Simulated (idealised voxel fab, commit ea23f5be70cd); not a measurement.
process module | voxel air gaps
cross-section cut | 270 nm wide | cells 5 nm
A cross-section is a grid of square cells, given in bands from the top down. A band is one or more rows of cells.
Each band's line starts with the height of the band's top and of its bottom, in nm. Then come its materials from left to right, each with its width in nm. One material with "throughout" fills the band from edge to edge. "air" is empty space.
Height 0 is the level under which the wafer as received is all one material. The lowest band goes on downwards, as in "0 down".
A width such as "30 to 40" changes by the same amount from each row of cells to the next, from the band's top row to its bottom row.
"no change" after a step means that no cell of the cross-section changed.
closed voids: empty space of 8 cells or more with no open way to the top, each as width x height at its distance from the left edge, in nm
after a step's settings: what the simulator itself notes on the step
overlay nm, on a step with a mask: how far to the right of its planned place the mask lay; to the left if negative
plan
1 op RECEIVE | material Si
2 op CONFORMAL_DEP | material SiO2 | thk nm 10
3 op CONFORMAL_DEP | material SiN | thk nm 5
4 op DIRECTIONAL_DEP | material lowk | thk nm 30
5 op PATTERN | tone open | mask id LINES | material resist | width nm 20 | pitch nm 45 | thk nm 20 | overlay nm 0
6 op DIRECTIONAL_ETCH | etch materials lowk | depth nm 30
7 op STRIP | etch materials resist
8 op CONFORMAL_DEP | material TiN | thk nm 5
9 op FILL_DEP | material Ru | thk nm 10
10 op CMP | height nm 45
11 op EPI | material Ru | thk nm 10
12 op SELECTIVE_ETCH | etch materials lowk | depth nm 40
13 op CONFORMAL_DEP | material SiCN | thk nm 5
as received, after step 1
  0 down: Si throughout
  closed voids: none
a wafer at the end: this start, this plan, one mistake
  70 to 65: air 55 | SiCN 160 | air 55
  65 to 45: air 55 | SiCN 5 | Ru 150 | SiCN 5 | air 55
  45 to 40: air 55 | SiCN 25 | TiN 5 | Ru 10 | TiN 5 | lowk 25 | TiN 5 | Ru 10 | TiN 5 | lowk 25 | TiN 5 | Ru 10 | TiN 5 | SiCN 25 | air 55
  40 to 20: air 75 | SiCN 5 | TiN 5 | Ru 10 | TiN 5 | lowk 25 | TiN 5 | Ru 10 | TiN 5 | lowk 25 | TiN 5 | Ru 10 | TiN 5 | SiCN 5 | air 75
  20 to 15: SiCN 80 | TiN 20 | lowk 25 | TiN 20 | lowk 25 | TiN 20 | SiCN 80
  15 to 10: SiN throughout
  10 to 0: SiO2 throughout
  0 down: Si throughout
  closed voids: none
what went wrong: step 11 was run twice
